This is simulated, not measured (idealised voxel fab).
process module | voxel wiring stack
cross-section cut | 235 nm wide | cells 5 nm
A cross-section is a grid of square cells, given in bands from the top down. A band is one or more rows of cells.
Each band's line starts with the height of the band's top and of its bottom, in nm. Then come its materials from left to right, each with its width in nm. One material with "throughout" fills the band from edge to edge. "air" is empty space.
Height 0 is the level under which the wafer as received is all one material. The lowest band goes on downwards, as in "0 down".
A width such as "30 to 40" changes by the same amount from each row of cells to the next, from the band's top row to its bottom row.
"no change" after a step means that no cell of the cross-section changed.
closed voids: empty space of 8 cells or more with no open way to the top, each as width x height at its distance from the left edge, in nm
after a step's settings: what the simulator itself notes on the step
overlay nm, on a step with a mask: how far to the right of its planned place the mask lay; to the left if negative
plan
1 op RECEIVE | material Si
2 op CONFORMAL_DEP | material SiO2 | thk nm 10
3 op DIRECTIONAL_DEP | material TiN | thk nm 5
4 op DIRECTIONAL_DEP | material Ru | thk nm 15
5 op DIRECTIONAL_DEP | material aC | thk nm 15
6 op PATTERN | tone cover | mask id METAL_1 | material resist | width nm 20 | pitch nm 50 | thk nm 30 | overlay nm 0
7 op DIRECTIONAL_ETCH | etch materials aC | depth nm 15
8 op STRIP | etch materials resist
9 op DIRECTIONAL_ETCH | etch materials Ru | depth nm 15
10 op DIRECTIONAL_ETCH | etch materials TiN | depth nm 5
11 op STRIP | etch materials aC
12 op CONFORMAL_DEP | material SiCN | thk nm 5
13 op FILL_DEP | material SiO2 | thk nm 5
14 op CMP | height nm 30
15 op CONFORMAL_DEP | material SiCN | thk nm 5
16 op DIRECTIONAL_DEP | material SiO2 | thk nm 15
17 op DIRECTIONAL_DEP | material aC | thk nm 10
18 op PATTERN | tone open | mask id PLUG_1 | material resist | width nm 15 | pitch nm 50 | thk nm 25 | overlay nm 0
19 op DIRECTIONAL_ETCH | etch materials aC | depth nm 10
20 op STRIP | etch materials resist
21 op DIRECTIONAL_ETCH | etch materials SiO2 | depth nm 15
22 op DIRECTIONAL_ETCH | etch materials SiCN | depth nm 5
23 op STRIP | etch materials aC
24 op CONFORMAL_DEP | material TiN | thk nm 5
25 op FILL_DEP | material Ru | thk nm 5
26 op CMP | height nm 50
27 op CONFORMAL_DEP | material SiN | thk nm 5
28 op DIRECTIONAL_DEP | material lowk | thk nm 25
29 op MASKED_ETCH | tone open | mask id METAL_2 | width nm 20 | pitch nm 50 | etch materials lowk | depth nm 25 | overlay nm 0
30 op MASKED_ETCH | tone open | mask id METAL_2 | width nm 20 | pitch nm 50 | etch materials SiN | depth nm 5 | overlay nm 0
31 op CONFORMAL_DEP | material TiN | thk nm 5
32 op FILL_DEP | material W | thk nm 5
33 op CMP | height nm 80
34 op CONFORMAL_DEP | material SiCN | thk nm 5
35 op DIRECTIONAL_DEP | material SiO2 | thk nm 30
36 op DIRECTIONAL_DEP | material aC | thk nm 10
37 op PATTERN | tone open | mask id METAL_3_HOLES | material resist | width nm 15 | thk nm 30 | overlay nm 0
38 op DIRECTIONAL_ETCH | etch materials aC | depth nm 10
39 op STRIP | etch materials resist
40 op DIRECTIONAL_ETCH | etch materials SiO2 | depth nm 30
41 op STRIP | etch materials aC
42 op MASKED_ETCH | tone open | mask id METAL_3 | width nm 20 | pitch nm 50 | etch materials SiO2 | depth nm 15 | overlay nm 0
43 op MASKED_ETCH | tone open | mask id METAL_3 | width nm 20 | pitch nm 50 | etch materials SiCN | depth nm 5 | overlay nm 0
44 op CONFORMAL_DEP | material TiN | thk nm 5
45 op FILL_DEP | material Ru | thk nm 5
46 op CMP | height nm 115
47 op CONFORMAL_DEP | material SiN | thk nm 5
as received, after step 1
  0 down: Si throughout
  closed voids: none
first wafer at the end, as planned
  120 to 115: SiN throughout
  115 to 105: SiO2 80 | TiN 5 | Ru 10 | TiN 5 | SiO2 30 | TiN 5 | Ru 10 | TiN 5 | SiO2 85
  105 to 100: SiO2 80 | TiN 5 | Ru 5 | TiN 10 | SiO2 30 | TiN 20 | SiO2 85
  100 to 85: SiO2 80 | TiN 5 | Ru 5 | TiN 5 | SiO2 140
  85 to 80: SiCN 80 | TiN 15 | SiCN 140
  80 to 55: lowk 80 | TiN 5 | W 10 | TiN 5 | lowk 30 | TiN 5 | W 10 | TiN 5 | lowk 85
  55 to 50: SiN 80 | TiN 20 | SiN 30 | TiN 20 | SiN 85
  50 to 35: SiO2 80 | TiN 5 | Ru 5 | TiN 5 | SiO2 35 | TiN 5 | Ru 5 | TiN 5 | SiO2 90
  35 to 30: SiCN 80 | TiN 15 | SiCN 35 | TiN 15 | SiCN 90
  30 to 15: SiO2 75 | SiCN 5 | Ru 20 | SiCN 5 | SiO2 20 | SiCN 5 | Ru 20 | SiCN 5 | SiO2 80
  15 to 10: SiCN 80 | TiN 20 | SiCN 30 | TiN 20 | SiCN 85
  10 to 0: SiO2 throughout
  0 down: Si throughout
  closed voids: none
second wafer at the end: like start, like plan, one mistake
  120 to 115: SiN throughout
  115 to 105: SiO2 80 | TiN 5 | Ru 10 | TiN 5 | SiO2 30 | TiN 5 | Ru 10 | TiN 5 | SiO2 85
  105 to 100: SiO2 80 | TiN 5 | Ru 5 | TiN 10 | SiO2 30 | TiN 20 | SiO2 85
  100 to 85: SiO2 80 | TiN 5 | Ru 5 | TiN 5 | SiO2 140
  85 to 80: SiCN 80 | TiN 15 | SiCN 140
  80 to 55: lowk 80 | TiN 5 | W 10 | TiN 5 | lowk 30 | TiN 5 | W 10 | TiN 5 | lowk 85
  55 to 50: SiN 80 | TiN 20 | SiN 30 | TiN 20 | SiN 85
  50 to 35: Ru 75 | TiN 5 | SiO2 15 | TiN 5 | Ru 25 | TiN 5 | SiO2 15 | TiN 5 | Ru 85
  35 to 30: TiN 80 | SiCN 15 | TiN 35 | SiCN 15 | TiN 90
  30 to 15: SiO2 75 | SiCN 5 | Ru 20 | SiCN 5 | SiO2 20 | SiCN 5 | Ru 20 | SiCN 5 | SiO2 80
  15 to 10: SiCN 80 | TiN 20 | SiCN 30 | TiN 20 | SiCN 85
  10 to 0: SiO2 throughout
  0 down: Si throughout
  closed voids: none
what went wrong: step 18 ran as: op PATTERN | tone cover | mask id PLUG_1 | material resist | width nm 15 | pitch nm 50 | thk nm 25 | overlay nm 0
at the end the second wafer has, in cells: 105 more of Ru | 35 fewer of SiCN | 105 fewer of SiO2 | 35 more of TiN
